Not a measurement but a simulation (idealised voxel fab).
Process module name: voxel self aligned contacts
Section cut is 285 nm wide and gridded with 5 nm square cells.
Cross-section spec: square-cell grid; bands listed top down; each band is one or more rows.
This entry defines a band. It first specifies the height of the band's top and the height of its bottom in nm, and then specifies the band's materials from left to right, stating each material with its width in nm. The word "throughout" identifies a single material that fills the band from edge to edge, while the word "air" identifies empty space.
Heights are expressed relative to 0, this being the level below which the as-received wafer comprises one material exclusively. The lowest band is unbounded in the downward direction and is denoted as in "0 nm and below".
So if you see something like "30->40" for the width, read it as the top row of the band sitting at the first number and the bottom row at the second, with every row in between moving by the same amount as the last.
Where a step carries "remained the same", the cross-section came out of it unchanged, cell for cell.
Voids not open to the top, 8 cells minimum: see "Enclosed void entries". Written width x height at distance; distance is from the left edge; nm.
Step line, after settings: the simulator's comment on this step.
What "overlay nm" on a step's line means: if the step has a mask, that mask lay this far to the right of its planned place, or, when the value is negative, to the left.

[Process steps (planned)]
| 1 | RECEIVE,material Si |
| 2 | OXIDIZE,depth nm 5 |
| 3 | DIRECTIONAL_DEP,material polySi,thk nm 20 |
| 4 | DIRECTIONAL_DEP,material SiN,thk nm 20 |
| 5 | DIRECTIONAL_DEP,material aC,thk nm 10 |
| 6 | PATTERN,tone cover,mask id GATE,material resist,width nm 25,pitch nm 55,thk nm 30,overlay nm 0 |
| 7 | DIRECTIONAL_ETCH,etch materials aC,depth nm 10 |
| 8 | STRIP,etch materials resist |
| 9 | DIRECTIONAL_ETCH,etch materials SiN,depth nm 20 |
| 10 | DIRECTIONAL_ETCH,etch materials polySi,depth nm 20 |
| 11 | STRIP,etch materials aC |
| 12 | CONFORMAL_DEP,material SiN,thk nm 5 |
| 13 | DIRECTIONAL_ETCH,etch materials SiN,depth nm 5 |
| 14 | FILL_DEP,material SiO2,thk nm 10 |
| 15 | CMP,height nm 45 |
| 16 | PATTERN,tone open,mask id CONTACT,material resist,width nm 40,pitch nm 55,thk nm 15,overlay nm 0 |
| 17 | DIRECTIONAL_ETCH,etch materials SiO2,depth nm 50 |
| 18 | STRIP,etch materials resist |
| 19 | CONFORMAL_DEP,material TiN,thk nm 5 |
| 20 | FILL_DEP,material W,thk nm 5 |
| 21 | CMP,height nm 45 |
| 22 | CONFORMAL_DEP,material SiCN,thk nm 5 |

[Shown in cross-section is the wafer as received, that is, as it stands after step 1]
  0 nm and below | Si throughout
  Enclosed void entries: none

[As-planned run: cross-section of the first of two wafers at end of module]
  50 nm to 45 nm | SiCN throughout
  45 nm to 40 nm | SiO2 95  TiN 15  W 10  TiN 15  SiO2 15  TiN 15  W 10  TiN 15  SiO2 95
  40 nm to 20 nm | SiO2 70  SiN 35  TiN 5  W 10  TiN 5  SiN 35  TiN 5  W 10  TiN 5  SiN 35  SiO2 70
  20 nm to 0 nm | SiO2 70  SiN 5  polySi 25  SiN 5  TiN 5  W 10  TiN 5  SiN 5  polySi 25  SiN 5  TiN 5  W 10  TiN 5  SiN 5  polySi 25  SiN 5  SiO2 70
  0 nm to -5 nm | SiO2 105  TiN 20  SiO2 35  TiN 20  SiO2 105
  -5 nm and below | Si throughout
  Enclosed void entries: none

[What the second wafer looks like in cross-section once the module is done. Its start and its plan matched the first wafer's exactly; what differed was one mistake in how it was run]
  50 nm to 45 nm | SiCN throughout
  45 nm to 40 nm | SiO2 95  TiN 15  W 10  TiN 15  SiO2 15  TiN 15  W 10  TiN 15  SiO2 95
  40 nm to 20 nm | SiO2 70  SiN 35  TiN 5  W 10  TiN 5  SiN 35  TiN 5  W 10  TiN 5  SiN 35  SiO2 70
  20 nm to 10 nm | SiO2 70  SiN 5  polySi 25  SiN 5  TiN 5  W 10  TiN 5  SiN 5  polySi 25  SiN 5  TiN 5  W 10  TiN 5  SiN 5  polySi 25  SiN 5  SiO2 70
  10 nm to 5 nm | SiO2 70  SiN 5  polySi 25  SiN 5  TiN 20  SiN 5  polySi 25  SiN 5  TiN 20  SiN 5  polySi 25  SiN 5  SiO2 70
  5 nm to 0 nm | SiN 75  polySi 25  SiN 30  polySi 25  SiN 30  polySi 25  SiN 75
  0 nm to -5 nm | SiO2 throughout
  -5 nm and below | Si throughout
  Enclosed void entries: none
Finding, execution versus plan: step 12 ran in the slot meant for step 13, and vice versa
Upon completion, the second wafer contains, in terms of cells, a greater or smaller amount of certain materials than the first wafer: +36 SiN | -20 SiO2 | -8 TiN | -8 W
